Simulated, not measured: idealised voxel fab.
Process module under the name voxel self aligned vias
Shown is cross-section cut, with a width of 300 nm and square cells of size 5 nm.
Just so we're on the same page, the cross-sections are grids of square cells, and they're listed out in bands top to bottom, each band one or more rows deep.
For a band, the entry starts with two heights in nm, that of the top and then that of the bottom, and carries on with the band's materials in order from left to right, each alongside its width in nm; the word "full width" beside a single material means it fills the band edge to edge, and "air" means empty space.
For the purposes of this specification, 0 denotes the height below which the wafer in its as-received condition is composed wholly of one material, and the lowermost band, lacking a lower limit, extends downward without end, as expressed in "0 -> down".
Think of "30..40" as a width that walks from the first number to the second as you go down the band, top row to bottom row, taking equal-sized steps from row to row.
"no change occurred", as given for a step, is the statement that not any cell of the cross-section underwent a change during that step.
Any empty space of 8 cells or more lacking an open way to the top shows up in "Voids, fully enclosed" as width x height at distance, distance from the left edge, in nm.
The remark found on a step's line after its settings is issued by the simulator itself and pertains to that step.
overlay nm: on a step with a mask, how far right of its planned place the mask lay; negative means left.
[List of planned process steps]
1. RECEIVE | material Si
2. CONFORMAL_DEP | material SiO2 | thk nm 15
3. CONFORMAL_DEP | material SiCN | thk nm 5
4. DIRECTIONAL_DEP | material SiO2 | thk nm 30
5. MASKED_ETCH | tone open | mask id LINES | width nm 30 | pitch nm 55 | etch materials SiO2 | depth nm 30 | overlay nm 0
6. CONFORMAL_DEP | material TiN | thk nm 5
7. FILL_DEP | material Ru | thk nm 10
8. CMP | height nm 50
9. SELECTIVE_ETCH | etch materials W Ru TiN | depth nm 10
10. FILL_DEP | material SiN | thk nm 5
11. CMP | height nm 50
12. DIRECTIONAL_DEP | material SiO2 | thk nm 15
13. PATTERN | tone open | mask id VIAS | material resist | width nm 40 | pitch nm 110 | thk nm 20 | overlay nm 0
14. DIRECTIONAL_ETCH | etch materials SiO2 | depth nm 15
15. DIRECTIONAL_ETCH | etch materials SiN | depth nm 10
16. STRIP | etch materials resist
17. CONFORMAL_DEP | material TiN | thk nm 5
18. FILL_DEP | material Cu | thk nm 5
19. CMP | height nm 65
20. CONFORMAL_DEP | material SiN | thk nm 5
[Cross-sectional view of the wafer in its as-received condition, corresponding to the state after step 1]
    0 -> down = Si full width
    Voids, fully enclosed: none
[Final cross-section, module run with one mistake (start and plan as above)]
    70 -> 65 = SiN full width
    65 -> 55 = SiO2 75, then TiN 5, then Cu 30, then TiN 5, then SiO2 70, then TiN 5, then Cu 30, then TiN 5, then SiO2 75
    55 -> 50 = SiO2 75, then TiN 10, then Cu 20, then TiN 10, then SiO2 70, then TiN 10, then Cu 20, then TiN 10, then SiO2 75
    50 -> 45 = SiO2 80, then TiN 5, then Cu 20, then TiN 5, then SiO2 25, then SiN 30, then SiO2 25, then TiN 5, then Cu 20, then TiN 5, then SiO2 80
    45 -> 40 = SiO2 80, then TiN 30, then SiO2 25, then SiN 30, then SiO2 25, then TiN 30, then SiO2 80
    40 -> 35 = SiO2 80, then TiN 30, then SiO2 25, then TiN 30, then SiO2 25, then TiN 30, then SiO2 80
    35 -> 30 = SiCN full width
    30 -> 0 = SiO2 full width
    0 -> down = Si full width
    Voids, fully enclosed: none
Which mistake was made when the wafer was run? step 2 was run twice
